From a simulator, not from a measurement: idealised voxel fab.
process module | voxel lift off
This is section cut - it's 230 nm across, gridded in 5 nm square cells.
Heads up, the way a cross-section reads in here is a grid of square cells, handed over as bands from the top down, with every band being one or more rows of cells.
Top, bottom (nm), then materials left to right with widths (nm); lone material tagged "all across" fills the whole band edge to edge; "blank" = empty space.
The level at which height equals 0 is the one under which the wafer, as it arrives, is entirely one material. No lower edge exists for the bottom band, which continues downward and is notated as in "z 0 and below".
Width "30..40": first value at the band's top row of cells, second value at its bottom row, equal change from row to row.
Step note "everything unchanged" = no cross-section cell changed.
"Voids lacking openings": sealed empty spaces, 8 cells or more, no open way to top, listed width x height at distance, with distance from the left edge and width, height and distance in nm.
The remark found on a step's line after its settings is issued by the simulator itself and pertains to that step.
If you see "overlay nm" on a step's line and that step has a mask, it's telling you how far right of where it was planned the mask ended up; a negative number means it went left instead.
# Set out below are the planned steps of the process
1,RECEIVE: material Si
2,CONFORMAL_DEP: material SiO2, thk nm 10
3,PATTERN: tone open, mask id LINES, material resist, width nm 20, pitch nm 35, thk nm 20, overlay nm 0
4,DIRECTIONAL_DEP: material Ru, thk nm 5
5,STRIP: etch materials resist
6,CONFORMAL_DEP: material SiO2, thk nm 5
The thk nm used in step 6 is not the same on every wafer, whereas the starting condition is; the value printed in the plan is the first wafer's.
# The first of several wafers in cross-section, exactly as it reached us after step 1
    z 0 and below  Si all across
    Voids lacking openings: none
# Cross-section of the first of several wafers once the module has run through its last step, step 6
    z 20 to 15  blank: 45 / SiO2: 30 / blank: 5 / SiO2: 30 / blank: 5 / SiO2: 30 / blank: 5 / SiO2: 30 / blank: 50
    z 15 to 10  SiO2: 50 / Ru: 20 / SiO2: 15 / Ru: 20 / SiO2: 15 / Ru: 20 / SiO2: 15 / Ru: 20 / SiO2: 55
    z 10 to 0  SiO2 all across
    z 0 and below  Si all across
    Voids lacking openings: none
# The module's end: a cross-section of the last wafer
    z 35 to 30  blank: 30 / SiO2: 165 / blank: 35
    z 30 to 15  SiO2 all across
    z 15 to 10  SiO2: 50 / Ru: 20 / SiO2: 15 / Ru: 20 / SiO2: 15 / Ru: 20 / SiO2: 15 / Ru: 20 / SiO2: 55
    z 10 to 0  SiO2 all across
    z 0 and below  Si all across
    Voids lacking openings: none
# Table: wafers, a row each; end-of-module cell change per material since receipt, gain (+), loss (-); then closed voids
thk nm 5; +16 Ru; +146 SiO2; Voids lacking openings: none
thk nm 10; +16 Ru; +197 SiO2; Voids lacking openings: none
thk nm 15; +16 Ru; +245 SiO2; Voids lacking openings: none
thk nm 20; +16 Ru; +293 SiO2; Voids lacking openings: none
